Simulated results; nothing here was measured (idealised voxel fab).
process module | voxel air gaps
cross-section cut | 300 nm wide | cells 5 nm
A cross-section is a grid of square cells, given in bands from the top down. A band is one or more rows of cells.
Each band's line starts with the height of the band's top and of its bottom, in nm. Then come its materials from left to right, each with its width in nm. One material with "throughout" fills the band from edge to edge. "air" is empty space.
Height 0 is the level under which the wafer as received is all one material. The lowest band goes on downwards, as in "0 down".
A width such as "30 to 40" changes by the same amount from each row of cells to the next, from the band's top row to its bottom row.
"no change" after a step means that no cell of the cross-section changed.
closed voids: empty space of 8 cells or more with no open way to the top, each as width x height at its distance from the left edge, in nm
after a step's settings: what the simulator itself notes on the step
overlay nm, on a step with a mask: how far to the right of its planned place the mask lay; to the left if negative
plan
1 op RECEIVE | material Si
2 op CONFORMAL_DEP | material SiO2 | thk nm 10
3 op CONFORMAL_DEP | material SiN | thk nm 5
4 op DIRECTIONAL_DEP | material SiO2 | thk nm 40
5 op MASKED_ETCH | tone open | mask id LINES | width nm 20 | pitch nm 45 | etch materials SiO2 | depth nm 40 | overlay nm 0
6 op CONFORMAL_DEP | material TiN | thk nm 5
7 op FILL_DEP | material W | thk nm 10
8 op CMP | height nm 55
9 op EPI | material Ru | thk nm 10
10 op SELECTIVE_ETCH | etch materials SiO2 | depth nm 50
11 op CONFORMAL_DEP | material SiN | thk nm 5
as received, after step 1
  0 down: Si throughout
  closed voids: none
first wafer at the end, as planned
  70 to 65: air 55 | SiN 185 | air 60
  65 to 55: air 55 | SiN 5 | Ru 40 | SiN 5 | Ru 40 | SiN 5 | Ru 40 | SiN 5 | Ru 40 | SiN 5 | air 60
  55 to 50: air 55 | SiN 15 | TiN 5 | W 10 | TiN 5 | SiN 25 | TiN 5 | W 10 | TiN 5 | SiN 25 | TiN 5 | W 10 | TiN 5 | SiN 25 | TiN 5 | W 10 | TiN 5 | SiN 15 | air 60
  50 to 20: air 65 | SiN 5 | TiN 5 | W 10 | TiN 5 | SiN 5 | air 15 | SiN 5 | TiN 5 | W 10 | TiN 5 | SiN 5 | air 15 | SiN 5 | TiN 5 | W 10 | TiN 5 | SiN 5 | air 15 | SiN 5 | TiN 5 | W 10 | TiN 5 | SiN 5 | air 70
  20 to 15: SiN 70 | TiN 20 | SiN 25 | TiN 20 | SiN 25 | TiN 20 | SiN 25 | TiN 20 | SiN 75
  15 to 10: SiN throughout
  10 to 0: SiO2 throughout
  0 down: Si throughout
  closed voids: 15 x 30 at 95; 15 x 30 at 140; 15 x 30 at 185
second wafer at the end: like start, like plan, one mistake
  70 to 65: air 55 | SiN 185 | air 60
  65 to 55: air 55 | SiN 5 | Ru 40 | SiN 5 | Ru 40 | SiN 5 | Ru 40 | SiN 5 | Ru 40 | SiN 5 | air 60
  55 to 20: air 55 | SiN 5 | Ru 10 | TiN 5 | W 10 | TiN 5 | Ru 10 | SiN 5 | Ru 10 | TiN 5 | W 10 | TiN 5 | Ru 10 | SiN 5 | Ru 10 | TiN 5 | W 10 | TiN 5 | Ru 10 | SiN 5 | Ru 10 | TiN 5 | W 10 | TiN 5 | Ru 10 | SiN 5 | air 60
  20 to 15: SiN 60 | Ru 10 | TiN 20 | Ru 10 | SiN 5 | Ru 10 | TiN 20 | Ru 10 | SiN 5 | Ru 10 | TiN 20 | Ru 10 | SiN 5 | Ru 10 | TiN 20 | Ru 10 | SiN 65
  15 to 10: SiN throughout
  10 to 0: SiO2 throughout
  0 down: Si throughout
  closed voids: none
what went wrong: steps 9 and 10 were swapped
at the end the second wafer has, in cells: 128 more of Ru | 50 fewer of SiN
closed voids at the end (first wafer, second wafer): 3, 0
